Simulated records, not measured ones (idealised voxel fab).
process module | voxel wiring stack
cross-section cut | 255 nm wide | cells 5 nm
A cross-section is a grid of square cells, given in bands from the top down. A band is one or more rows of cells.
Each band's line starts with the height of the band's top and of its bottom, in nm. Then come its materials from left to right, each with its width in nm. One material with "throughout" fills the band from edge to edge. "air" is empty space.
Height 0 is the level under which the wafer as received is all one material. The lowest band goes on downwards, as in "0 down".
A width such as "30 to 40" changes by the same amount from each row of cells to the next, from the band's top row to its bottom row.
"no change" after a step means that no cell of the cross-section changed.
closed voids: empty space of 8 cells or more with no open way to the top, each as width x height at its distance from the left edge, in nm
after a step's settings: what the simulator itself notes on the step
overlay nm, on a step with a mask: how far to the right of its planned place the mask lay; to the left if negative
plan
1 op RECEIVE | material Si
2 op CONFORMAL_DEP | material SiO2 | thk nm 10
3 op CONFORMAL_DEP | material SiCN | thk nm 5
4 op DIRECTIONAL_DEP | material SiO2 | thk nm 20
5 op MASKED_ETCH | tone open | mask id METAL_1 | width nm 25 | pitch nm 55 | etch materials SiO2 | depth nm 20 | overlay nm 0
6 op MASKED_ETCH | tone open | mask id METAL_1 | width nm 25 | pitch nm 55 | etch materials SiCN | depth nm 5 | overlay nm 0
7 op CONFORMAL_DEP | material TiN | thk nm 5
8 op FILL_DEP | material W | thk nm 5
9 op CMP | height nm 35
10 op EPI | material Ru | thk nm 5
11 op FILL_DEP | material SiCN | thk nm 5
12 op DIRECTIONAL_DEP | material lowk | thk nm 25
13 op DIRECTIONAL_DEP | material aC | thk nm 10
14 op PATTERN | tone open | mask id METAL_2_HOLES | material resist | width nm 15 | pitch nm 55 | thk nm 30 | overlay nm 0
15 op DIRECTIONAL_ETCH | etch materials aC | depth nm 10
16 op STRIP | etch materials resist
17 op DIRECTIONAL_ETCH | etch materials lowk | depth nm 25
18 op STRIP | etch materials aC
19 op PATTERN | tone open | mask id METAL_2 | material resist | width nm 25 | pitch nm 55 | thk nm 20 | overlay nm 0
20 op DIRECTIONAL_ETCH | etch materials lowk | depth nm 15
21 op DIRECTIONAL_ETCH | etch materials SiCN | depth nm 5
22 op STRIP | etch materials resist
23 op CONFORMAL_DEP | material TiN | thk nm 5
24 op FILL_DEP | material Ru | thk nm 10
25 op CMP | height nm 70
26 op CONFORMAL_DEP | material SiCN | thk nm 5
27 op DIRECTIONAL_DEP | material lowk | thk nm 25
28 op DIRECTIONAL_DEP | material aC | thk nm 15
29 op PATTERN | tone open | mask id METAL_3 | material resist | width nm 25 | pitch nm 55 | thk nm 30 | overlay nm 0
30 op DIRECTIONAL_ETCH | etch materials aC | depth nm 15
31 op STRIP | etch materials resist
32 op DIRECTIONAL_ETCH | etch materials lowk | depth nm 15
33 op STRIP | etch materials aC
34 op PATTERN | tone open | mask id METAL_3_HOLES | material resist | width nm 15 | pitch nm 55 | thk nm 20 | overlay nm 0
35 op DIRECTIONAL_ETCH | etch materials lowk | depth nm 10
36 op DIRECTIONAL_ETCH | etch materials SiCN | depth nm 5
37 op STRIP | etch materials resist
38 op CONFORMAL_DEP | material TiN | thk nm 5
39 op FILL_DEP | material Cu | thk nm 10
40 op CMP | height nm 100
41 op CONFORMAL_DEP | material SiN | thk nm 5
as received, after step 1
  0 down: Si throughout
  closed voids: none
a wafer at the end: this start, this plan, one mistake
  105 to 100: SiN throughout
  100 to 90: lowk 55 | TiN 5 | Cu 25 | TiN 5 | lowk 20 | TiN 5 | Cu 25 | TiN 5 | lowk 20 | TiN 5 | Cu 25 | TiN 5 | lowk 55
  90 to 85: lowk 55 | TiN 10 | Cu 5 | TiN 20 | lowk 20 | TiN 10 | Cu 5 | TiN 20 | lowk 20 | TiN 10 | Cu 5 | TiN 20 | lowk 55
  85 to 75: lowk 60 | TiN 5 | Cu 5 | TiN 5 | lowk 40 | TiN 5 | Cu 5 | TiN 5 | lowk 40 | TiN 5 | Cu 5 | TiN 5 | lowk 70
  75 to 70: SiCN 60 | TiN 15 | SiCN 40 | TiN 15 | SiCN 40 | TiN 15 | SiCN 70
  70 to 60: lowk 60 | TiN 5 | Ru 15 | TiN 5 | lowk 30 | TiN 5 | Ru 15 | TiN 5 | lowk 30 | TiN 5 | Ru 15 | TiN 5 | lowk 60
  60 to 55: lowk 60 | TiN 5 | Ru 5 | TiN 15 | lowk 30 | TiN 5 | Ru 5 | TiN 15 | lowk 30 | TiN 5 | Ru 5 | TiN 15 | lowk 60
  55 to 45: lowk 60 | TiN 5 | Ru 5 | TiN 5 | lowk 40 | TiN 5 | Ru 5 | TiN 5 | lowk 40 | TiN 5 | Ru 5 | TiN 5 | lowk 70
  45 to 40: SiCN 60 | TiN 15 | SiCN 40 | TiN 15 | SiCN 40 | TiN 15 | SiCN 70
  40 to 35: SiCN 55 | Ru 35 | SiCN 20 | Ru 35 | SiCN 20 | Ru 35 | SiCN 55
  35 to 15: SiO2 60 | TiN 5 | W 15 | TiN 5 | SiO2 30 | TiN 5 | W 15 | TiN 5 | SiO2 30 | TiN 5 | W 15 | TiN 5 | SiO2 60
  15 to 10: SiCN 60 | TiN 25 | SiCN 30 | TiN 25 | SiCN 30 | TiN 25 | SiCN 60
  10 to 0: SiO2 throughout
  0 down: Si throughout
  closed voids: none
what went wrong: step 29 ran as: op PATTERN | tone open | mask id METAL_3 | material resist | width nm 35 | pitch nm 55 | thk nm 30 | overlay nm 0
